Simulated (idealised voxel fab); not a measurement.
The name of this process module is voxel self aligned contacts.
Pictured: cross-section cut, 280 nm wide, on a grid of 5 nm square cells.
In this document a cross-section is written as a grid of square cells. It is given as a series of bands, listed from the top down, and a band is one or more rows of cells. This entry defines a band. It first specifies the height of the band's top and the height of its bottom in nm, and then specifies the band's materials from left to right, stating each material with its width in nm. The word "full width" identifies a single material that fills the band from edge to edge, while the word "empty" identifies empty space. Heights are measured from 0, the level below which the as-received wafer is all one material; the lowest band has no bottom and continues downward, written as in "0 down". The expression "30 to 40" gives the width at the extremes of the band, the first number at its top row of cells and the second at its bottom row, with the width changing by equal amounts from each row to the next in between. Step note "no alterations made" = no cross-section cell changed. Closed-off voids of 8+ cells (no open route to the top) go in "Enclosed void inventory", written width x height at distance from the left edge, in nm. It should be noted that, on the line of a given step, the content following the step's settings is a remark produced by the simulator itself with respect to that step. Steps that use a mask can have "overlay nm" on their line. It says how far the mask sat to the right of where it was meant to be. Negative means to the left.

Planned step list for the process
step 1: RECEIVE [material Si]
step 2: CONFORMAL_DEP [material SiO2] [thk nm 5]
step 3: DIRECTIONAL_DEP [material polySi] [thk nm 30]
step 4: DIRECTIONAL_DEP [material SiN] [thk nm 20]
step 5: MASKED_ETCH [tone cover] [mask id GATE] [width nm 25] [pitch nm 50] [etch materials SiN] [depth nm 20] [overlay nm 0]
step 6: MASKED_ETCH [tone cover] [mask id GATE] [width nm 25] [pitch nm 50] [etch materials polySi] [depth nm 30] [overlay nm 0]
step 7: CONFORMAL_DEP [material SiN] [thk nm 5]
step 8: DIRECTIONAL_ETCH [etch materials SiN] [depth nm 5]
step 9: FILL_DEP [material SiO2] [thk nm 20]
step 10: CMP [height nm 65]
step 11: PATTERN [tone open] [mask id CONTACT] [material resist] [width nm 35] [pitch nm 50] [thk nm 15] [overlay nm 0]
step 12: DIRECTIONAL_ETCH [etch materials SiO2] [depth nm 65]
step 13: STRIP [etch materials resist]
step 14: CONFORMAL_DEP [material TiN] [thk nm 5]
step 15: FILL_DEP [material W] [thk nm 10]
step 16: CMP [height nm 65]
step 17: CONFORMAL_DEP [material SiCN] [thk nm 5]
Every wafer here starts from the same state; it is the step 14 thk nm that distinguishes them, and the value the plan gives belongs to the first wafer.

So this is the first of several wafers, cross-sectioned as it came to us, meaning it's at the end of step 1
* 0 down: Si full width
* Enclosed void inventory: none

At the end of the module, after its last step, step 17, the first of several wafers appears in cross-section as follows
* 70 to 65: SiCN full width
* 65 to 55: SiO2 95 nm, then TiN 5 to 15 nm, then W 25 to 5 nm, then TiN 5 to 15 nm, then SiO2 15 nm, then TiN 5 to 15 nm, then W 25 to 5 nm, then TiN 5 to 15 nm, then SiO2 100 nm
* 55 to 35: SiO2 70 nm, then SiN 35 nm, then TiN 5 nm, then W 5 nm, then TiN 5 nm, then SiN 35 nm, then TiN 5 nm, then W 5 nm, then TiN 5 nm, then SiN 35 nm, then SiO2 75 nm
* 35 to 5: SiO2 70 nm, then SiN 5 nm, then polySi 25 nm, then SiN 5 nm, then TiN 5 nm, then W 5 nm, then TiN 5 nm, then SiN 5 nm, then polySi 25 nm, then SiN 5 nm, then TiN 5 nm, then W 5 nm, then TiN 5 nm, then SiN 5 nm, then polySi 25 nm, then SiN 5 nm, then SiO2 75 nm
* 5 to 0: SiO2 105 nm, then TiN 15 nm, then SiO2 35 nm, then TiN 15 nm, then SiO2 110 nm
* 0 down: Si full width
* Enclosed void inventory: none

Sectional view of the last wafer upon completion of the module
* 70 to 65: SiCN full width
* 65 to 55: SiO2 95 nm, then TiN 35 nm, then SiO2 15 nm, then TiN 35 nm, then SiO2 100 nm
* 55 to 35: SiO2 70 nm, then SiN 35 nm, then TiN 15 nm, then SiN 35 nm, then TiN 15 nm, then SiN 35 nm, then SiO2 75 nm
* 35 to 5: SiO2 70 nm, then SiN 5 nm, then polySi 25 nm, then SiN 5 nm, then TiN 15 nm, then SiN 5 nm, then polySi 25 nm, then SiN 5 nm, then TiN 15 nm, then SiN 5 nm, then polySi 25 nm, then SiN 5 nm, then SiO2 75 nm
* 5 to 0: SiO2 105 nm, then TiN 15 nm, then SiO2 35 nm, then TiN 15 nm, then SiO2 110 nm
* 0 down: Si full width
* Enclosed void inventory: none

So in this table every wafer gets its own row, and what you see is where it stands at the end of the module: for each material, how many cells it picked up (+) or gave up (-) since we received it, and after that its closed voids
thk nm 5; +56 SiCN; +120 SiN; +424 SiO2; +62 TiN; +32 W; +90 polySi; Enclosed void inventory: none
thk nm 10; +56 SiCN; +120 SiN; +424 SiO2; +94 TiN; +90 polySi; Enclosed void inventory: none
thk nm 15; +56 SiCN; +120 SiN; +424 SiO2; +94 TiN; +90 polySi; Enclosed void inventory: none
thk nm 20; +56 SiCN; +120 SiN; +424 SiO2; +94 TiN; +90 polySi; Enclosed void inventory: none
